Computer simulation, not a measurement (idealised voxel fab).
Process module under the name voxel lift off
It is cross-section cut that appears here, measuring 160 nm in width, its square cells being 5 nm in size.
The cross-sections in this document take the form of a grid made of square cells. They are written out as bands, in order from top to bottom. Each band consists of one or more rows of cells. The band entry comprises the height of the band's top followed by the height of its bottom, expressed in nm, and subsequently the band's materials from left to right, each stated together with its width in nm. Where a single material is marked with the word "edge to edge", that material fills the band from edge to edge. The word "blank" represents empty space. Heights from 0 (as-received wafer is one material below). Bottom band endless downward, as "0..down". So if you see something like "30 to 40" for the width, read it as the top row of the band sitting at the first number and the bottom row at the second, with every row in between moving by the same amount as the last. "nothing got changed" after a step means that no cell of the cross-section changed. In the "Enclosed internal voids" entry, you get each enclosed empty space of 8 cells or more, one with no open way to the top, written width x height at distance, distance from the left edge, in nm. Anything after a step's settings on that line? It's the simulator's own note about the step. Steps that use a mask can have "overlay nm" on their line. It says how far the mask sat to the right of where it was meant to be. Negative means to the left.
Process steps (planned):
| 1 | RECEIVE (material Si) |
| 2 | CONFORMAL_DEP (material SiO2; thk nm 5) |
| 3 | PATTERN (tone open; mask id LINES; material resist; width nm 15; pitch nm 30; thk nm 20; overlay nm 0) |
| 4 | DIRECTIONAL_DEP (material Ru; thk nm 10) |
| 5 | STRIP (etch materials resist) |
| 6 | CONFORMAL_DEP (material SiO2; thk nm 10) |
Cross-section of the wafer at receipt, which is the condition after step 1:
> 0..down = Si edge to edge
> Enclosed internal voids: none
Cross-section, first of two wafers, end of module, run as planned:
> 25..15 = blank 45 nm; SiO2 65 nm; blank 50 nm
> 15..5 = SiO2 55 nm; Ru 15 nm; SiO2 15 nm; Ru 15 nm; SiO2 60 nm
> 5..0 = SiO2 edge to edge
> 0..down = Si edge to edge
> Enclosed internal voids: none
Cross-section of the latter of the two wafers at module completion. It had an identical start and an identical plan to the former; in running it, one mistake was made:
> 25..15 = blank 45 nm; SiO2 65 nm; blank 50 nm
> 15..0 = SiO2 edge to edge
> 0..down = Si edge to edge
> Enclosed internal voids: none
what went wrong: step 4, actual vs plan mismatch, actual run DIRECTIONAL_DEP (material SiO2; thk nm 10)
FYI, end of process, the second wafer has more or fewer cells of some materials than the first: Ru: 12 fewer; SiO2: 12 more
